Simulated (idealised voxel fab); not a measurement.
You're looking at the process module voxel self aligned contacts.
cross-section cut | 205 nm wide | cells 5 nm
Cross-section format: a grid of square cells, given as bands from top to bottom; each band is one or more rows of cells. Heads up on the band format: heights come first, top then bottom, in nm. After that it's the materials left to right, each with its width in nm. A single material flagged "full width" fills the whole band edge to edge, and "empty" means there's empty space there. Height datum 0, below which the as-received substrate wafer is one material. Lowest band open at the bottom, running downward: "0 -> down". It should be noted that a width expressed as "30->40" varies in equal increments from row to row of cells within the band, taking the value of the first number at the top row and that of the second number at the bottom row. You'll sometimes find "no change occurred" written for a step, and that's the way of saying that nowhere in the cross-section did a cell change during that step. "Completely sealed voids" - sealed voids, min. 8 cells, no opening to top; format: width x height at distance (distance from left edge; nm throughout). It should be noted that, on the line of a given step, the content following the step's settings is a remark produced by the simulator itself with respect to that step. overlay nm: mask right of planned place by this much (step with mask). Neg. = left.
-- The planned process steps are enumerated hereunder
| 1 | op RECEIVE | material Si |
| 2 | op CONFORMAL_DEP | material SiO2 | thk nm 5 |
| 3 | op DIRECTIONAL_DEP | material polySi | thk nm 25 |
| 4 | op DIRECTIONAL_DEP | material SiN | thk nm 20 |
| 5 | op PATTERN | tone cover | mask id GATE | material resist | width nm 35 | pitch nm 70 | thk nm 15 | overlay nm 0 |
| 6 | op DIRECTIONAL_ETCH | etch materials SiN | depth nm 20 |
| 7 | op DIRECTIONAL_ETCH | etch materials polySi | depth nm 25 |
| 8 | op STRIP | etch materials resist |
| 9 | op CONFORMAL_DEP | material SiN | thk nm 5 |
| 10 | op DIRECTIONAL_ETCH | etch materials SiN | depth nm 5 |
| 11 | op FILL_DEP | material SiO2 | thk nm 10 |
| 12 | op CMP | height nm 55 |
| 13 | op DIRECTIONAL_DEP | material aC | thk nm 10 |
| 14 | op PATTERN | tone open | mask id CONTACT | material resist | width nm 55 | pitch nm 70 | thk nm 25 | overlay nm 0 |
| 15 | op DIRECTIONAL_ETCH | etch materials aC | depth nm 10 |
| 16 | op STRIP | etch materials resist |
| 17 | op DIRECTIONAL_ETCH | etch materials SiO2 | depth nm 55 |
| 18 | op STRIP | etch materials aC |
| 19 | op CONFORMAL_DEP | material TiN | thk nm 5 |
| 20 | op FILL_DEP | material Ru | thk nm 5 |
| 21 | op CMP | height nm 55 |
| 22 | op CONFORMAL_DEP | material SiN | thk nm 5 |
-- This is the cross-section of the wafer as we received it, i.e. after step 1
> 0 -> down = Si full width
> Completely sealed voids: none
-- First of two wafers at the end of the module, shown in cross-section; run carried out as planned
> 60 -> 55 = SiN full width
> 55 -> 50 = SiO2 (40), then TiN (20), then Ru (15), then TiN (20), then SiO2 (15), then TiN (20), then Ru (15), then TiN (20), then SiO2 (40)
> 50 -> 30 = SiO2 (10), then SiN (45), then TiN (5), then Ru (15), then TiN (5), then SiN (45), then TiN (5), then Ru (15), then TiN (5), then SiN (45), then SiO2 (10)
> 30 -> 5 = SiO2 (10), then SiN (5), then polySi (35), then SiN (5), then TiN (5), then Ru (15), then TiN (5), then SiN (5), then polySi (35), then SiN (5), then TiN (5), then Ru (15), then TiN (5), then SiN (5), then polySi (35), then SiN (5), then SiO2 (10)
> 5 -> 0 = SiO2 (55), then TiN (25), then SiO2 (45), then TiN (25), then SiO2 (55)
> 0 -> down = Si full width
> Completely sealed voids: none
-- Second wafer of the two, sectioned at the end of the module. It began like the first and followed the same plan, but one mistake was made while running it
> 60 -> 55 = SiN full width
> 55 -> 45 = SiO2 (40), then TiN (5->15), then Ru (45->25), then TiN (5->15), then SiO2 (15), then TiN (5->15), then Ru (45->25), then TiN (5->15), then SiO2 (40)
> 45 -> 30 = SiO2 (15), then SiN (35), then TiN (5), then Ru (25), then TiN (5), then SiN (35), then TiN (5), then Ru (25), then TiN (5), then SiN (35), then SiO2 (15)
> 30 -> 5 = SiO2 (15), then polySi (35), then TiN (5), then Ru (25), then TiN (5), then polySi (35), then TiN (5), then Ru (25), then TiN (5), then polySi (35), then SiO2 (15)
> 5 -> 0 = SiO2 (50), then TiN (35), then SiO2 (35), then TiN (35), then SiO2 (50)
> 0 -> down = Si full width
> Completely sealed voids: none
Run error: step 9 was left out
End check, counted in cells, second wafer has more or fewer of these materials than the first: Ru: 48 more, SiN: 75 fewer, SiO2: 27 more
